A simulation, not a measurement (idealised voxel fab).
This is a process module. Its name is voxel ribs on slabs.
cross-section cut | 275 nm wide | cells 5 nm
Format of a cross-section: grid, square cells. Given as bands. Order: top down. Band: one or more rows of cells.
Each band's line starts with the height of the band's top and of its bottom, in nm. Then come its materials from left to right, each with its width in nm. One material with "everywhere" fills the band from edge to edge. "air" is empty space.
All heights in this document are referenced to 0, defined as the level beneath which the wafer, as received, consists entirely of one material. The lowest band is not bounded below; it extends indefinitely downward and is written in the form "0..down".
Top row gets the first number, bottom row gets the second, and each row in between changes by the same step: that is how a band width like "30->40" works.
You'll sometimes find "no change occurred" written for a step, and that's the way of saying that nowhere in the cross-section did a cell change during that step.
So "Voids, sealed" is basically the list of trapped voids: any empty space of 8 cells or more that can't reach the top through an opening. They're written width x height at distance, the distance being from the left edge, and it's all nm.
On each step's line, the part that comes after the settings is the simulator's own comment on the step.
For masked steps, "overlay nm" on the step line gives how far right of plan the mask actually lay; a minus sign means it lay to the left.
## plan
1: RECEIVE | material Si
2: DIRECTIONAL_DEP | material SiO2 | thk nm 20
3: DIRECTIONAL_DEP | material SiN | thk nm 15
4: PATTERN | tone cover | mask id RIB | material resist | width nm 25 | thk nm 20 | overlay nm 0
5: DIRECTIONAL_ETCH | etch materials SiN | depth nm 10
6: STRIP | etch materials resist
7: DIRECTIONAL_DEP | material aC | thk nm 10
8: PATTERN | tone cover | mask id SLAB | material resist | width nm 75 | thk nm 25 | overlay nm 0
9: DIRECTIONAL_ETCH | etch materials aC | depth nm 10
10: STRIP | etch materials resist
11: DIRECTIONAL_ETCH | etch materials SiN | depth nm 5
12: STRIP | etch materials aC
13: FILL_DEP | material SiO2 | thk nm 30
14: CMP | height nm 55
15: DIRECTIONAL_DEP | material TiN | thk nm 10
16: PATTERN | tone cover | mask id HEATER | material resist | width nm 35 | thk nm 15 | overlay nm 0
17: DIRECTIONAL_ETCH | etch materials TiN | depth nm 10
18: STRIP | etch materials resist
19: CONFORMAL_DEP | material SiN | thk nm 5
## Received-state cross-section, reflecting completion of step 1
  0..down: Si everywhere
  Voids, sealed: none
## Run as planned - first of the two wafers cross-sectioned at the end of the module
  70..65: air=115, then SiN=45, then air=115
  65..60: air=115, then SiN=5, then TiN=35, then SiN=5, then air=115
  60..55: SiN=120, then TiN=35, then SiN=120
  55..35: SiO2 everywhere
  35..25: SiO2=125, then SiN=25, then SiO2=125
  25..20: SiO2=100, then SiN=75, then SiO2=100
  20..0: SiO2 everywhere
  0..down: Si everywhere
  Voids, sealed: none
## Wafer two cross-section, module end. Start and plan unchanged from wafer one; one mistake made during the run
  65..55: air=120, then TiN=35, then air=120
  55..35: SiO2 everywhere
  35..25: SiO2=125, then SiN=25, then SiO2=125
  25..20: SiO2=100, then SiN=75, then SiO2=100
  20..0: SiO2 everywhere
  0..down: Si everywhere
  Voids, sealed: none
Diagnosis: step 19 was left out
at the end the second wafer has, in cells: -59 SiN
